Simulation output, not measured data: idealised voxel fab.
voxel transistor to metal: a process module
The figure presents cross-section cut, which has a width of 190 nm and is divided into square cells with an edge length of 5 nm.
Cross-section spec: square-cell grid; bands listed top down; each band is one or more rows. Basically the band line says how high the top is and how high the bottom is, in nm, and then what's in it from left to right, every material with its width in nm. Empty space shows up as "empty", and if a single material carries "throughout" it runs the full band edge to edge. It should be noted that heights are counted from 0, beneath which the wafer as supplied is of one material throughout, and that the lowest band possesses no lower boundary but continues downward, as written in "0 and below". The notation "30..40" denotes a width that varies across the rows of cells in the band, beginning at the first number in the top row, finishing at the second number in the bottom row, and changing by an identical amount from each row to the next. For the purposes of this document, the phrase "no change" attached to a step denotes that no cell within the cross-section was modified by that step. If an empty space has no open way to the top and is at least 8 cells in size, "Closed void table" lists it, written width x height at distance, where distance is measured from the left edge and every value is in nm. Post-settings text on a step line: simulator's own remark regarding the step. The setting "overlay nm" may be written on the line of a step. When the step uses a mask, the value reports how far to the right of the planned place the mask lay, and a negative value reports that it lay to the left.

### Process steps - plan
1 RECEIVE | material Si
2 OXIDIZE | depth nm 5
3 CONFORMAL_DEP | material SiN | thk nm 15
4 PATTERN | tone cover | mask id ACTIVE | material resist | width nm 115 | thk nm 20 | overlay nm 0
5 DIRECTIONAL_ETCH | etch materials SiN | depth nm 15
6 DIRECTIONAL_ETCH | etch materials SiO2 | depth nm 5
7 DIRECTIONAL_ETCH | etch materials Si | depth nm 30
8 STRIP | etch materials resist
9 FILL_DEP | material SiO2 | thk nm 10
10 CMP | height nm 15
11 SELECTIVE_ETCH | etch materials SiO2 | depth nm 15
12 STRIP | etch materials SiN
13 SELECTIVE_ETCH | etch materials SiO2 | depth nm 5
14 OXIDIZE | depth nm 5
15 DIRECTIONAL_DEP | material polySi | thk nm 25
16 DIRECTIONAL_DEP | material SiCN | thk nm 10
17 MASKED_ETCH | tone cover | mask id GATE | width nm 25 | etch materials SiCN | depth nm 20 | overlay nm 0
18 MASKED_ETCH | tone cover | mask id GATE | width nm 25 | etch materials polySi | depth nm 35 | overlay nm 0
19 CONFORMAL_DEP | material SiO2 | thk nm 5
20 DIRECTIONAL_ETCH | etch materials SiO2 | depth nm 5
21 CONFORMAL_DEP | material SiN | thk nm 10
22 DIRECTIONAL_ETCH | etch materials SiN | depth nm 10
23 DIRECTIONAL_ETCH | etch materials SiO2 | depth nm 5
24 EPI | material pSi | thk nm 5
25 FILL_DEP | material SiO2 | thk nm 10
26 CMP | height nm 20
27 STRIP | etch materials polySi
28 SELECTIVE_ETCH | etch materials SiO2 | depth nm 5
29 CONFORMAL_DEP | material HfO2 | thk nm 5
30 CONFORMAL_DEP | material TiN | thk nm 5
31 FILL_DEP | material W | thk nm 10
32 CMP | height nm 15
33 DIRECTIONAL_DEP | material SiO2 | thk nm 15
34 PATTERN | tone open | mask id CONTACT | material resist | width nm 15 | pitch nm 80 | thk nm 15 | overlay nm 0
35 DIRECTIONAL_ETCH | etch materials SiO2 | depth nm 35
36 STRIP | etch materials resist
37 CONFORMAL_DEP | material TiN | thk nm 5
38 FILL_DEP | material Ru | thk nm 10
39 CMP | height nm 30
40 DIRECTIONAL_DEP | material TiN | thk nm 5
41 DIRECTIONAL_DEP | material W | thk nm 15
42 MASKED_ETCH | tone cover | mask id METAL_1 | width nm 15 | pitch nm 80 | etch materials W | depth nm 15 | overlay nm 0
43 MASKED_ETCH | tone cover | mask id METAL_1 | width nm 15 | pitch nm 80 | etch materials TiN | depth nm 5 | overlay nm 0
44 CONFORMAL_DEP | material SiCN | thk nm 5
45 FILL_DEP | material lowk | thk nm 5
46 CMP | height nm 50
47 CONFORMAL_DEP | material SiCN | thk nm 5
48 DIRECTIONAL_DEP | material SiO2 | thk nm 30
49 DIRECTIONAL_DEP | material aC | thk nm 15
50 PATTERN | tone open | mask id METAL_2 | material resist | width nm 15 | pitch nm 80 | thk nm 30 | overlay nm 0
51 DIRECTIONAL_ETCH | etch materials aC | depth nm 15
52 STRIP | etch materials resist
53 DIRECTIONAL_ETCH | etch materials SiO2 | depth nm 15
54 STRIP | etch materials aC
55 PATTERN | tone open | mask id METAL_2_HOLES | material resist | width nm 15 | pitch nm 80 | thk nm 15 | overlay nm 0
56 DIRECTIONAL_ETCH | etch materials SiO2 | depth nm 15
57 DIRECTIONAL_ETCH | etch materials SiCN | depth nm 5
58 STRIP | etch materials resist
59 CONFORMAL_DEP | material TiN | thk nm 5
60 FILL_DEP | material Cu | thk nm 5
61 CMP | height nm 85
62 CONFORMAL_DEP | material SiN | thk nm 5

### Run as planned: first of two wafers

### Shown in cross-section is the wafer as received, that is, as it stands after step 1
    0 and below | Si throughout
    Closed void table: none

### The following cross-section depicts the wafer upon completion of step 2
    0 down to -5 | SiO2 throughout
    Heights below -5 show no change.

### The following cross-section depicts the wafer upon completion of step 3
    15 down to 0 | SiN throughout
    Heights below 0 show no change.

### The following cross-section depicts the wafer upon completion of step 4
    35 down to 15 | empty 35 nm  resist 115 nm  empty 40 nm
    Heights below 15 show no change.

### The following cross-section depicts the wafer upon completion of step 5
    35 down to 15 | empty 35 nm  resist 115 nm  empty 40 nm
    15 down to 0 | empty 35 nm  SiN 115 nm  empty 40 nm
    Heights below 0 show no change.

### The following cross-section depicts the wafer upon completion of step 6
    35 down to 15 | empty 35 nm  resist 115 nm  empty 40 nm
    15 down to 0 | empty 35 nm  SiN 115 nm  empty 40 nm
    0 down to -5 | empty 35 nm  SiO2 115 nm  empty 40 nm
    Heights below -5 show no change.

### The following cross-section depicts the wafer upon completion of step 7
    35 down to 15 | empty 35 nm  resist 115 nm  empty 40 nm
    15 down to 0 | empty 35 nm  SiN 115 nm  empty 40 nm
    0 down to -5 | empty 35 nm  SiO2 115 nm  empty 40 nm
    -5 down to -35 | empty 35 nm  Si 115 nm  empty 40 nm
    Heights below -35 show no change.

### The following cross-section depicts the wafer upon completion of step 8
    15 down to 0 | empty 35 nm  SiN 115 nm  empty 40 nm
    Heights below 0 show no change.

### The following cross-section depicts the wafer upon completion of step 9
    25 down to 15 | SiO2 throughout
    15 down to 0 | SiO2 35 nm  SiN 115 nm  SiO2 40 nm
    0 down to -5 | SiO2 throughout
    -5 down to -35 | SiO2 35 nm  Si 115 nm  SiO2 40 nm
    Heights below -35 show no change.

### The following cross-section depicts the wafer upon completion of step 10
    15 down to 0 | SiO2 35 nm  SiN 115 nm  SiO2 40 nm
    Heights below 0 show no change.

### The following cross-section depicts the wafer upon completion of step 11
    15 down to 0 | empty 35 nm  SiN 115 nm  empty 40 nm
    Heights below 0 show no change.

### The following cross-section depicts the wafer upon completion of step 12
    0 down to -5 | SiO2 throughout
    Heights below -5 show no change.

### The following cross-section depicts the wafer upon completion of step 13
    -5 down to -35 | SiO2 35 nm  Si 115 nm  SiO2 40 nm
    Heights below -35 show no change.

### The following cross-section depicts the wafer upon completion of step 14
    -5 down to -10 | SiO2 throughout
    Heights below -10 show no change.

### The following cross-section depicts the wafer upon completion of step 15
    20 down to -5 | polySi throughout
    Heights below -5 show no change.

### The following cross-section depicts the wafer upon completion of step 16
    30 down to 20 | SiCN throughout
    Heights below 20 show no change.

### The following cross-section depicts the wafer upon completion of step 17
    30 down to 20 | empty 80 nm  SiCN 25 nm  empty 85 nm
    Heights below 20 show no change.

### The following cross-section depicts the wafer upon completion of step 18
    30 down to 20 | empty 80 nm  SiCN 25 nm  empty 85 nm
    20 down to -5 | empty 80 nm  polySi 25 nm  empty 85 nm
    Heights below -5 show no change.

### The following cross-section depicts the wafer upon completion of step 19
    35 down to 30 | empty 75 nm  SiO2 35 nm  empty 80 nm
    30 down to 20 | empty 75 nm  SiO2 5 nm  SiCN 25 nm  SiO2 5 nm  empty 80 nm
    20 down to 0 | empty 75 nm  SiO2 5 nm  polySi 25 nm  SiO2 5 nm  empty 80 nm
    0 down to -5 | SiO2 80 nm  polySi 25 nm  SiO2 85 nm
    Heights below -5 show no change.

### The following cross-section depicts the wafer upon completion of step 20
    30 down to 20 | empty 75 nm  SiO2 5 nm  SiCN 25 nm  SiO2 5 nm  empty 80 nm
    20 down to -5 | empty 75 nm  SiO2 5 nm  polySi 25 nm  SiO2 5 nm  empty 80 nm
    Heights below -5 show no change.

### The following cross-section depicts the wafer upon completion of step 21
    40 down to 30 | empty 65 nm  SiN 55 nm  empty 70 nm
    30 down to 20 | empty 65 nm  SiN 10 nm  SiO2 5 nm  SiCN 25 nm  SiO2 5 nm  SiN 10 nm  empty 70 nm
    20 down to 5 | empty 65 nm  SiN 10 nm  SiO2 5 nm  polySi 25 nm  SiO2 5 nm  SiN 10 nm  empty 70 nm
    5 down to -5 | SiN 75 nm  SiO2 5 nm  polySi 25 nm  SiO2 5 nm  SiN 80 nm
    Heights below -5 show no change.

### The following cross-section depicts the wafer upon completion of step 22
    30 down to 20 | empty 65 nm  SiN 10 nm  SiO2 5 nm  SiCN 25 nm  SiO2 5 nm  SiN 10 nm  empty 70 nm
    20 down to -5 | empty 65 nm  SiN 10 nm  SiO2 5 nm  polySi 25 nm  SiO2 5 nm  SiN 10 nm  empty 70 nm
    Heights below -5 show no change.

### The following cross-section depicts the wafer upon completion of step 23
    30 down to 25 | empty 65 nm  SiN 10 nm  empty 5 nm  SiCN 25 nm  empty 5 nm  SiN 10 nm  empty 70 nm
    25 down to 20 | empty 65 nm  SiN 10 nm  SiO2 5 nm  SiCN 25 nm  SiO2 5 nm  SiN 10 nm  empty 70 nm
    20 down to -5 | empty 65 nm  SiN 10 nm  SiO2 5 nm  polySi 25 nm  SiO2 5 nm  SiN 10 nm  empty 70 nm
    -5 down to -10 | empty 65 nm  SiO2 55 nm  empty 70 nm
    Heights below -10 show no change.

### The following cross-section depicts the wafer upon completion of step 24
    30 down to 25 | empty 65 nm  SiN 10 nm  empty 5 nm  SiCN 25 nm  empty 5 nm  SiN 10 nm  empty 70 nm
    25 down to 20 | empty 65 nm  SiN 10 nm  SiO2 5 nm  SiCN 25 nm  SiO2 5 nm  SiN 10 nm  empty 70 nm
    20 down to -5 | empty 65 nm  SiN 10 nm  SiO2 5 nm  polySi 25 nm  SiO2 5 nm  SiN 10 nm  empty 70 nm
    -5 down to -10 | empty 30 nm  pSi 35 nm  SiO2 55 nm  pSi 35 nm  empty 35 nm
    Heights below -10 show no change.

### The following cross-section depicts the wafer upon completion of step 25
    40 down to 30 | SiO2 throughout
    30 down to 20 | SiO2 65 nm  SiN 10 nm  SiO2 5 nm  SiCN 25 nm  SiO2 5 nm  SiN 10 nm  SiO2 70 nm
    20 down to -5 | SiO2 65 nm  SiN 10 nm  SiO2 5 nm  polySi 25 nm  SiO2 5 nm  SiN 10 nm  SiO2 70 nm
    -5 down to -10 | SiO2 30 nm  pSi 35 nm  SiO2 55 nm  pSi 35 nm  SiO2 35 nm
    Heights below -10 show no change.

### The following cross-section depicts the wafer upon completion of step 26
    20 down to -5 | SiO2 65 nm  SiN 10 nm  SiO2 5 nm  polySi 25 nm  SiO2 5 nm  SiN 10 nm  SiO2 70 nm
    Heights below -5 show no change.

### The following cross-section depicts the wafer upon completion of step 27
    20 down to -5 | SiO2 65 nm  SiN 10 nm  SiO2 5 nm  empty 25 nm  SiO2 5 nm  SiN 10 nm  SiO2 70 nm
    Heights below -5 show no change.

### The following cross-section depicts the wafer upon completion of step 28
    20 down to 15 | empty 65 nm  SiN 10 nm  empty 35 nm  SiN 10 nm  empty 70 nm
    15 down to -5 | SiO2 65 nm  SiN 10 nm  empty 35 nm  SiN 10 nm  SiO2 70 nm
    -5 down to -10 | SiO2 30 nm  pSi 35 nm  SiO2 10 nm  empty 35 nm  SiO2 10 nm  pSi 35 nm  SiO2 35 nm
    Heights below -10 show no change.

### The following cross-section depicts the wafer upon completion of step 29
    25 down to 20 | empty 60 nm  HfO2 20 nm  empty 25 nm  HfO2 20 nm  empty 65 nm
    20 down to 15 | HfO2 65 nm  SiN 10 nm  HfO2 5 nm  empty 25 nm  HfO2 5 nm  SiN 10 nm  HfO2 70 nm
    15 down to -5 | SiO2 65 nm  SiN 10 nm  HfO2 5 nm  empty 25 nm  HfO2 5 nm  SiN 10 nm  SiO2 70 nm
    -5 down to -10 | SiO2 30 nm  pSi 35 nm  SiO2 10 nm  HfO2 35 nm  SiO2 10 nm  pSi 35 nm  SiO2 35 nm
    Heights below -10 show no change.

### The following cross-section depicts the wafer upon completion of step 30
    30 down to 25 | empty 55 nm  TiN 30 nm  empty 15 nm  TiN 30 nm  empty 60 nm
    25 down to 20 | TiN 60 nm  HfO2 20 nm  TiN 5 nm  empty 15 nm  TiN 5 nm  HfO2 20 nm  TiN 65 nm
    20 down to 15 | HfO2 65 nm  SiN 10 nm  HfO2 5 nm  TiN 5 nm  empty 15 nm  TiN 5 nm  HfO2 5 nm  SiN 10 nm  HfO2 70 nm
    15 down to 0 | SiO2 65 nm  SiN 10 nm  HfO2 5 nm  TiN 5 nm  empty 15 nm  TiN 5 nm  HfO2 5 nm  SiN 10 nm  SiO2 70 nm
    0 down to -5 | SiO2 65 nm  SiN 10 nm  HfO2 5 nm  TiN 25 nm  HfO2 5 nm  SiN 10 nm  SiO2 70 nm
    Heights below -5 show no change.

### The following cross-section depicts the wafer upon completion of step 31
    40 down to 30 | W throughout
    30 down to 25 | W 55 nm  TiN 30 nm  W 15 nm  TiN 30 nm  W 60 nm
    25 down to 20 | TiN 60 nm  HfO2 20 nm  TiN 5 nm  W 15 nm  TiN 5 nm  HfO2 20 nm  TiN 65 nm
    20 down to 15 | HfO2 65 nm  SiN 10 nm  HfO2 5 nm  TiN 5 nm  W 15 nm  TiN 5 nm  HfO2 5 nm  SiN 10 nm  HfO2 70 nm
    15 down to 0 | SiO2 65 nm  SiN 10 nm  HfO2 5 nm  TiN 5 nm  W 15 nm  TiN 5 nm  HfO2 5 nm  SiN 10 nm  SiO2 70 nm
    Heights below 0 show no change.

### The following cross-section depicts the wafer upon completion of step 32
    15 down to 0 | SiO2 65 nm  SiN 10 nm  HfO2 5 nm  TiN 5 nm  W 15 nm  TiN 5 nm  HfO2 5 nm  SiN 10 nm  SiO2 70 nm
    Heights below 0 show no change.

### The following cross-section depicts the wafer upon completion of step 33
    30 down to 15 | SiO2 throughout
    Heights below 15 show no change.

### The following cross-section depicts the wafer upon completion of step 34
    45 down to 30 | resist 45 nm  empty 15 nm  resist 65 nm  empty 15 nm  resist 50 nm
    Heights below 30 show no change.

### The following cross-section depicts the wafer upon completion of step 35
    45 down to 30 | resist 45 nm  empty 15 nm  resist 65 nm  empty 15 nm  resist 50 nm
    30 down to 15 | SiO2 45 nm  empty 15 nm  SiO2 65 nm  empty 15 nm  SiO2 50 nm
    15 down to 0 | SiO2 45 nm  empty 15 nm  SiO2 5 nm  SiN 10 nm  HfO2 5 nm  TiN 5 nm  W 15 nm  TiN 5 nm  HfO2 5 nm  SiN 10 nm  SiO2 5 nm  empty 15 nm  SiO2 50 nm
    0 down to -5 | SiO2 45 nm  empty 15 nm  SiO2 5 nm  SiN 10 nm  HfO2 5 nm  TiN 25 nm  HfO2 5 nm  SiN 10 nm  SiO2 5 nm  empty 15 nm  SiO2 50 nm
    Heights below -5 show no change.

### The following cross-section depicts the wafer upon completion of step 36
    30 down to 15 | SiO2 45 nm  empty 15 nm  SiO2 65 nm  empty 15 nm  SiO2 50 nm
    Heights below 15 show no change.

### The following cross-section depicts the wafer upon completion of step 37
    35 down to 30 | TiN 50 nm  empty 5 nm  TiN 75 nm  empty 5 nm  TiN 55 nm
    30 down to 15 | SiO2 45 nm  TiN 5 nm  empty 5 nm  TiN 5 nm  SiO2 65 nm  TiN 5 nm  empty 5 nm  TiN 5 nm  SiO2 50 nm
    15 down to 0 | SiO2 45 nm  TiN 5 nm  empty 5 nm  TiN 5 nm  SiO2 5 nm  SiN 10 nm  HfO2 5 nm  TiN 5 nm  W 15 nm  TiN 5 nm  HfO2 5 nm  SiN 10 nm  SiO2 5 nm  TiN 5 nm  empty 5 nm  TiN 5 nm  SiO2 50 nm
    0 down to -5 | SiO2 45 nm  TiN 15 nm  SiO2 5 nm  SiN 10 nm  HfO2 5 nm  TiN 25 nm  HfO2 5 nm  SiN 10 nm  SiO2 5 nm  TiN 15 nm  SiO2 50 nm
    Heights below -5 show no change.

### The following cross-section depicts the wafer upon completion of step 38
    45 down to 35 | Ru throughout
    35 down to 30 | TiN 50 nm  Ru 5 nm  TiN 75 nm  Ru 5 nm  TiN 55 nm
    30 down to 15 | SiO2 45 nm  TiN 5 nm  Ru 5 nm  TiN 5 nm  SiO2 65 nm  TiN 5 nm  Ru 5 nm  TiN 5 nm  SiO2 50 nm
    15 down to 0 | SiO2 45 nm  TiN 5 nm  Ru 5 nm  TiN 5 nm  SiO2 5 nm  SiN 10 nm  HfO2 5 nm  TiN 5 nm  W 15 nm  TiN 5 nm  HfO2 5 nm  SiN 10 nm  SiO2 5 nm  TiN 5 nm  Ru 5 nm  TiN 5 nm  SiO2 50 nm
    Heights below 0 show no change.

### The following cross-section depicts the wafer upon completion of step 39
    30 down to 15 | SiO2 45 nm  TiN 5 nm  Ru 5 nm  TiN 5 nm  SiO2 65 nm  TiN 5 nm  Ru 5 nm  TiN 5 nm  SiO2 50 nm
    Heights below 15 show no change.

### The following cross-section depicts the wafer upon completion of step 40
    35 down to 30 | TiN throughout
    Heights below 30 show no change.

### The following cross-section depicts the wafer upon completion of step 41
    50 down to 35 | W throughout
    Heights below 35 show no change.

### The following cross-section depicts the wafer upon completion of step 42
    50 down to 35 | empty 45 nm  W 15 nm  empty 65 nm  W 15 nm  empty 50 nm
    Heights below 35 show no change.

### The following cross-section depicts the wafer upon completion of step 43
    50 down to 35 | empty 45 nm  W 15 nm  empty 65 nm  W 15 nm  empty 50 nm
    35 down to 30 | empty 45 nm  TiN 15 nm  empty 65 nm  TiN 15 nm  empty 50 nm
    Heights below 30 show no change.

### The following cross-section depicts the wafer upon completion of step 44
    55 down to 50 | empty 40 nm  SiCN 25 nm  empty 55 nm  SiCN 25 nm  empty 45 nm
    50 down to 35 | empty 40 nm  SiCN 5 nm  W 15 nm  SiCN 5 nm  empty 55 nm  SiCN 5 nm  W 15 nm  SiCN 5 nm  empty 45 nm
    35 down to 30 | SiCN 45 nm  TiN 15 nm  SiCN 65 nm  TiN 15 nm  SiCN 50 nm
    Heights below 30 show no change.

### The following cross-section depicts the wafer upon completion of step 45
    60 down to 55 | lowk throughout
    55 down to 50 | lowk 40 nm  SiCN 25 nm  lowk 55 nm  SiCN 25 nm  lowk 45 nm
    50 down to 35 | lowk 40 nm  SiCN 5 nm  W 15 nm  SiCN 5 nm  lowk 55 nm  SiCN 5 nm  W 15 nm  SiCN 5 nm  lowk 45 nm
    Heights below 35 show no change.

### The following cross-section depicts the wafer upon completion of step 46
    50 down to 35 | lowk 40 nm  SiCN 5 nm  W 15 nm  SiCN 5 nm  lowk 55 nm  SiCN 5 nm  W 15 nm  SiCN 5 nm  lowk 45 nm
    Heights below 35 show no change.

### The following cross-section depicts the wafer upon completion of step 47
    55 down to 50 | SiCN throughout
    Heights below 50 show no change.

### The following cross-section depicts the wafer upon completion of step 48
    85 down to 55 | SiO2 throughout
    Heights below 55 show no change.

### The following cross-section depicts the wafer upon completion of step 49
    100 down to 85 | aC throughout
    Heights below 85 show no change.

### The following cross-section depicts the wafer upon completion of step 50
    130 down to 100 | resist 45 nm  empty 15 nm  resist 65 nm  empty 15 nm  resist 50 nm
    Heights below 100 show no change.

### The following cross-section depicts the wafer upon completion of step 51
    115 down to 100 | resist 45 nm  empty 15 nm  resist 65 nm  empty 15 nm  resist 50 nm
    100 down to 85 | aC 45 nm  empty 15 nm  aC 65 nm  empty 15 nm  aC 50 nm
    Heights below 85 show no change.

### The following cross-section depicts the wafer upon completion of step 52
    100 down to 85 | aC 45 nm  empty 15 nm  aC 65 nm  empty 15 nm  aC 50 nm
    Heights below 85 show no change.

### The following cross-section depicts the wafer upon completion of step 53
    100 down to 85 | aC 45 nm  empty 15 nm  aC 65 nm  empty 15 nm  aC 50 nm
    85 down to 70 | SiO2 45 nm  empty 15 nm  SiO2 65 nm  empty 15 nm  SiO2 50 nm
    Heights below 70 show no change.

### The following cross-section depicts the wafer upon completion of step 54
    85 down to 70 | SiO2 45 nm  empty 15 nm  SiO2 65 nm  empty 15 nm  SiO2 50 nm
    Heights below 70 show no change.

### The following cross-section depicts the wafer upon completion of step 55
    100 down to 85 | resist 45 nm  empty 15 nm  resist 65 nm  empty 15 nm  resist 50 nm
    Heights below 85 show no change.

### The following cross-section depicts the wafer upon completion of step 56
    100 down to 85 | resist 45 nm  empty 15 nm  resist 65 nm  empty 15 nm  resist 50 nm
    85 down to 55 | SiO2 45 nm  empty 15 nm  SiO2 65 nm  empty 15 nm  SiO2 50 nm
    Heights below 55 show no change.

### The following cross-section depicts the wafer upon completion of step 57
    100 down to 85 | resist 45 nm  empty 15 nm  resist 65 nm  empty 15 nm  resist 50 nm
    85 down to 55 | SiO2 45 nm  empty 15 nm  SiO2 65 nm  empty 15 nm  SiO2 50 nm
    55 down to 50 | SiCN 45 nm  empty 15 nm  SiCN 65 nm  empty 15 nm  SiCN 50 nm
    Heights below 50 show no change.

### The following cross-section depicts the wafer upon completion of step 58
    85 down to 55 | SiO2 45 nm  empty 15 nm  SiO2 65 nm  empty 15 nm  SiO2 50 nm
    Heights below 55 show no change.

### The following cross-section depicts the wafer upon completion of step 59
    90 down to 85 | TiN 50 nm  empty 5 nm  TiN 75 nm  empty 5 nm  TiN 55 nm
    85 down to 55 | SiO2 45 nm  TiN 5 nm  empty 5 nm  TiN 5 nm  SiO2 65 nm  TiN 5 nm  empty 5 nm  TiN 5 nm  SiO2 50 nm
    55 down to 50 | SiCN 45 nm  TiN 15 nm  SiCN 65 nm  TiN 15 nm  SiCN 50 nm
    Heights below 50 show no change.

### The following cross-section depicts the wafer upon completion of step 60
    95 down to 90 | Cu throughout
    90 down to 85 | TiN 50 nm  Cu 5 nm  TiN 75 nm  Cu 5 nm  TiN 55 nm
    85 down to 55 | SiO2 45 nm  TiN 5 nm  Cu 5 nm  TiN 5 nm  SiO2 65 nm  TiN 5 nm  Cu 5 nm  TiN 5 nm  SiO2 50 nm
    Heights below 55 show no change.

### The following cross-section depicts the wafer upon completion of step 61
    85 down to 55 | SiO2 45 nm  TiN 5 nm  Cu 5 nm  TiN 5 nm  SiO2 65 nm  TiN 5 nm  Cu 5 nm  TiN 5 nm  SiO2 50 nm
    Heights below 55 show no change.

### The following cross-section depicts the wafer upon completion of step 62
    90 down to 85 | SiN throughout
    Heights below 85 show no change.

### It is to be noted that the second wafer proceeded from the same initial state and according to the same plan as the first, although one mistake was committed in its execution; through step 31, inclusive, the two wafers share an identical history

What the second wafer looks like in cross-section when step 32 should have wrapped up: no change

### What the second wafer looks like in cross-section when step 33 should have wrapped up
    55 down to 40 | SiO2 throughout
    Heights below 40 show no change.

### What the second wafer looks like in cross-section when step 34 should have wrapped up
    70 down to 55 | resist 45 nm  empty 15 nm  resist 65 nm  empty 15 nm  resist 50 nm
    Heights below 55 show no change.

### What the second wafer looks like in cross-section when step 35 should have wrapped up
    70 down to 55 | resist 45 nm  empty 15 nm  resist 65 nm  empty 15 nm  resist 50 nm
    55 down to 40 | SiO2 45 nm  empty 15 nm  SiO2 65 nm  empty 15 nm  SiO2 50 nm
    Heights below 40 show no change.

### What the second wafer looks like in cross-section when step 36 should have wrapped up
    55 down to 40 | SiO2 45 nm  empty 15 nm  SiO2 65 nm  empty 15 nm  SiO2 50 nm
    Heights below 40 show no change.

### What the second wafer looks like in cross-section when step 37 should have wrapped up
    60 down to 55 | TiN 50 nm  empty 5 nm  TiN 75 nm  empty 5 nm  TiN 55 nm
    55 down to 45 | SiO2 45 nm  TiN 5 nm  empty 5 nm  TiN 5 nm  SiO2 65 nm  TiN 5 nm  empty 5 nm  TiN 5 nm  SiO2 50 nm
    45 down to 40 | SiO2 45 nm  TiN 15 nm  SiO2 65 nm  TiN 15 nm  SiO2 50 nm
    Heights below 40 show no change.

### What the second wafer looks like in cross-section when step 38 should have wrapped up
    70 down to 60 | Ru throughout
    60 down to 55 | TiN 50 nm  Ru 5 nm  TiN 75 nm  Ru 5 nm  TiN 55 nm
    55 down to 45 | SiO2 45 nm  TiN 5 nm  Ru 5 nm  TiN 5 nm  SiO2 65 nm  TiN 5 nm  Ru 5 nm  TiN 5 nm  SiO2 50 nm
    Heights below 45 show no change.

### What the second wafer looks like in cross-section when step 39 should have wrapped up
    30 down to 25 | W 55 nm  TiN 30 nm  W 15 nm  TiN 30 nm  W 60 nm
    Heights below 25 show no change.

### What the second wafer looks like in cross-section when step 40 should have wrapped up
    35 down to 30 | TiN throughout
    Heights below 30 show no change.

### What the second wafer looks like in cross-section when step 41 should have wrapped up
    50 down to 35 | W throughout
    Heights below 35 show no change.

### What the second wafer looks like in cross-section when step 42 should have wrapped up
    50 down to 35 | empty 45 nm  W 15 nm  empty 65 nm  W 15 nm  empty 50 nm
    Heights below 35 show no change.

### What the second wafer looks like in cross-section when step 43 should have wrapped up
    50 down to 35 | empty 45 nm  W 15 nm  empty 65 nm  W 15 nm  empty 50 nm
    35 down to 30 | empty 45 nm  TiN 15 nm  empty 65 nm  TiN 15 nm  empty 50 nm
    Heights below 30 show no change.

### What the second wafer looks like in cross-section when step 44 should have wrapped up
    55 down to 50 | empty 40 nm  SiCN 25 nm  empty 55 nm  SiCN 25 nm  empty 45 nm
    50 down to 35 | empty 40 nm  SiCN 5 nm  W 15 nm  SiCN 5 nm  empty 55 nm  SiCN 5 nm  W 15 nm  SiCN 5 nm  empty 45 nm
    35 down to 30 | SiCN 45 nm  TiN 15 nm  SiCN 65 nm  TiN 15 nm  SiCN 50 nm
    Heights below 30 show no change.

### What the second wafer looks like in cross-section when step 45 should have wrapped up
    60 down to 55 | lowk throughout
    55 down to 50 | lowk 40 nm  SiCN 25 nm  lowk 55 nm  SiCN 25 nm  lowk 45 nm
    50 down to 35 | lowk 40 nm  SiCN 5 nm  W 15 nm  SiCN 5 nm  lowk 55 nm  SiCN 5 nm  W 15 nm  SiCN 5 nm  lowk 45 nm
    Heights below 35 show no change.

### What the second wafer looks like in cross-section when step 46 should have wrapped up
    50 down to 35 | lowk 40 nm  SiCN 5 nm  W 15 nm  SiCN 5 nm  lowk 55 nm  SiCN 5 nm  W 15 nm  SiCN 5 nm  lowk 45 nm
    Heights below 35 show no change.

### What the second wafer looks like in cross-section when step 47 should have wrapped up
    55 down to 50 | SiCN throughout
    Heights below 50 show no change.

### What the second wafer looks like in cross-section when step 48 should have wrapped up
    85 down to 55 | SiO2 throughout
    Heights below 55 show no change.

### What the second wafer looks like in cross-section when step 49 should have wrapped up
    100 down to 85 | aC throughout
    Heights below 85 show no change.

### What the second wafer looks like in cross-section when step 50 should have wrapped up
    130 down to 100 | resist 45 nm  empty 15 nm  resist 65 nm  empty 15 nm  resist 50 nm
    Heights below 100 show no change.

### What the second wafer looks like in cross-section when step 51 should have wrapped up
    115 down to 100 | resist 45 nm  empty 15 nm  resist 65 nm  empty 15 nm  resist 50 nm
    100 down to 85 | aC 45 nm  empty 15 nm  aC 65 nm  empty 15 nm  aC 50 nm
    Heights below 85 show no change.

### What the second wafer looks like in cross-section when step 52 should have wrapped up
    100 down to 85 | aC 45 nm  empty 15 nm  aC 65 nm  empty 15 nm  aC 50 nm
    Heights below 85 show no change.

### What the second wafer looks like in cross-section when step 53 should have wrapped up
    100 down to 85 | aC 45 nm  empty 15 nm  aC 65 nm  empty 15 nm  aC 50 nm
    85 down to 70 | SiO2 45 nm  empty 15 nm  SiO2 65 nm  empty 15 nm  SiO2 50 nm
    Heights below 70 show no change.

### What the second wafer looks like in cross-section when step 54 should have wrapped up
    85 down to 70 | SiO2 45 nm  empty 15 nm  SiO2 65 nm  empty 15 nm  SiO2 50 nm
    Heights below 70 show no change.

### What the second wafer looks like in cross-section when step 55 should have wrapped up
    100 down to 85 | resist 45 nm  empty 15 nm  resist 65 nm  empty 15 nm  resist 50 nm
    Heights below 85 show no change.

### What the second wafer looks like in cross-section when step 56 should have wrapped up
    100 down to 85 | resist 45 nm  empty 15 nm  resist 65 nm  empty 15 nm  resist 50 nm
    85 down to 55 | SiO2 45 nm  empty 15 nm  SiO2 65 nm  empty 15 nm  SiO2 50 nm
    Heights below 55 show no change.

### What the second wafer looks like in cross-section when step 57 should have wrapped up
    100 down to 85 | resist 45 nm  empty 15 nm  resist 65 nm  empty 15 nm  resist 50 nm
    85 down to 55 | SiO2 45 nm  empty 15 nm  SiO2 65 nm  empty 15 nm  SiO2 50 nm
    55 down to 50 | SiCN 45 nm  empty 15 nm  SiCN 65 nm  empty 15 nm  SiCN 50 nm
    Heights below 50 show no change.

### What the second wafer looks like in cross-section when step 58 should have wrapped up
    85 down to 55 | SiO2 45 nm  empty 15 nm  SiO2 65 nm  empty 15 nm  SiO2 50 nm
    Heights below 55 show no change.

### What the second wafer looks like in cross-section when step 59 should have wrapped up
    90 down to 85 | TiN 50 nm  empty 5 nm  TiN 75 nm  empty 5 nm  TiN 55 nm
    85 down to 55 | SiO2 45 nm  TiN 5 nm  empty 5 nm  TiN 5 nm  SiO2 65 nm  TiN 5 nm  empty 5 nm  TiN 5 nm  SiO2 50 nm
    55 down to 50 | SiCN 45 nm  TiN 15 nm  SiCN 65 nm  TiN 15 nm  SiCN 50 nm
    Heights below 50 show no change.

### What the second wafer looks like in cross-section when step 60 should have wrapped up
    95 down to 90 | Cu throughout
    90 down to 85 | TiN 50 nm  Cu 5 nm  TiN 75 nm  Cu 5 nm  TiN 55 nm
    85 down to 55 | SiO2 45 nm  TiN 5 nm  Cu 5 nm  TiN 5 nm  SiO2 65 nm  TiN 5 nm  Cu 5 nm  TiN 5 nm  SiO2 50 nm
    Heights below 55 show no change.

### What the second wafer looks like in cross-section when step 61 should have wrapped up
    85 down to 55 | SiO2 45 nm  TiN 5 nm  Cu 5 nm  TiN 5 nm  SiO2 65 nm  TiN 5 nm  Cu 5 nm  TiN 5 nm  SiO2 50 nm
    Heights below 55 show no change.

### What the second wafer looks like in cross-section when step 62 should have wrapped up
    90 down to 85 | SiN throughout
    Heights below 85 show no change.
Run error: step 32 was left out
Looking at both finished wafers in cells, the second ends up ahead of or behind the first on some materials: HfO2 +37 | Ru -12 | SiN +4 | SiO2 -72 | TiN +11 | W +32
